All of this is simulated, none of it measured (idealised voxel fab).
Presented below is a process module, voxel trench capacitor.
255 nm wide, 5 nm square cells: that's cross-section cut.
Cross-section spec: square-cell grid; bands listed top down; each band is one or more rows. Read a band's entry like this: the first values are the height of its top and the height of its bottom in nm, and what follows is the sequence of materials from left to right, each with its width in nm. Note that "empty" is empty space, and that a single material marked "everywhere" reaches across the band from edge to edge. For the purposes of this specification, 0 denotes the height below which the wafer in its as-received condition is composed wholly of one material, and the lowermost band, lacking a lower limit, extends downward without end, as expressed in "z 0 and below". A width such as "30..40" changes by the same amount from each row of cells to the next, from the band's top row to its bottom row. What does "remained unchanged" mean for a step? It means no cell of the cross-section changed in that step. Entry "Closed-off voids". Content: empty spaces with no open connection to the top, size 8 cells or greater. Each: width x height at distance. Distance: from left edge. Unit: nm. Read whatever lies past the settings on a step's line as the simulator's own remark about the step. overlay nm: mask right of planned place by this much (step with mask). Neg. = left.
Process steps - plan
1) RECEIVE: material Si
2) CONFORMAL_DEP: material SiN, thk nm 10
3) DIRECTIONAL_DEP: material aC, thk nm 15
4) PATTERN: tone open, mask id TRENCH, material resist, width nm 20, pitch nm 45, thk nm 30, overlay nm 0
5) DIRECTIONAL_ETCH: etch materials aC, depth nm 15
6) STRIP: etch materials resist
7) DIRECTIONAL_ETCH: etch materials SiN, depth nm 10
8) DIRECTIONAL_ETCH: etch materials Si, depth nm 30
9) STRIP: etch materials aC
10) CONFORMAL_DEP: material SiO2, thk nm 5
11) FILL_DEP: material polySi, thk nm 10
12) CMP: height nm 10
Cross-section, incoming material, after step 1
- z 0 and below = Si everywhere
- Closed-off voids: none
Module complete, cross-section. Starting point and plan per above. One mistake made in running the module
- z 10 to 0 = SiN 50 nm; SiO2 5 nm; polySi 10 nm; SiO2 5 nm; SiN 25 nm; SiO2 5 nm; polySi 10 nm; SiO2 5 nm; SiN 25 nm; SiO2 5 nm; polySi 10 nm; SiO2 5 nm; SiN 25 nm; SiO2 5 nm; polySi 10 nm; SiO2 5 nm; SiN 50 nm
- z 0 to -55 = Si 50 nm; SiO2 5 nm; polySi 10 nm; SiO2 5 nm; Si 25 nm; SiO2 5 nm; polySi 10 nm; SiO2 5 nm; Si 25 nm; SiO2 5 nm; polySi 10 nm; SiO2 5 nm; Si 25 nm; SiO2 5 nm; polySi 10 nm; SiO2 5 nm; Si 50 nm
- z -55 to -60 = Si 50 nm; SiO2 20 nm; Si 25 nm; SiO2 20 nm; Si 25 nm; SiO2 20 nm; Si 25 nm; SiO2 20 nm; Si 50 nm
- z -60 and below = Si everywhere
- Closed-off voids: none
What was done differently from what was planned? twice, step 8 of the plan was run
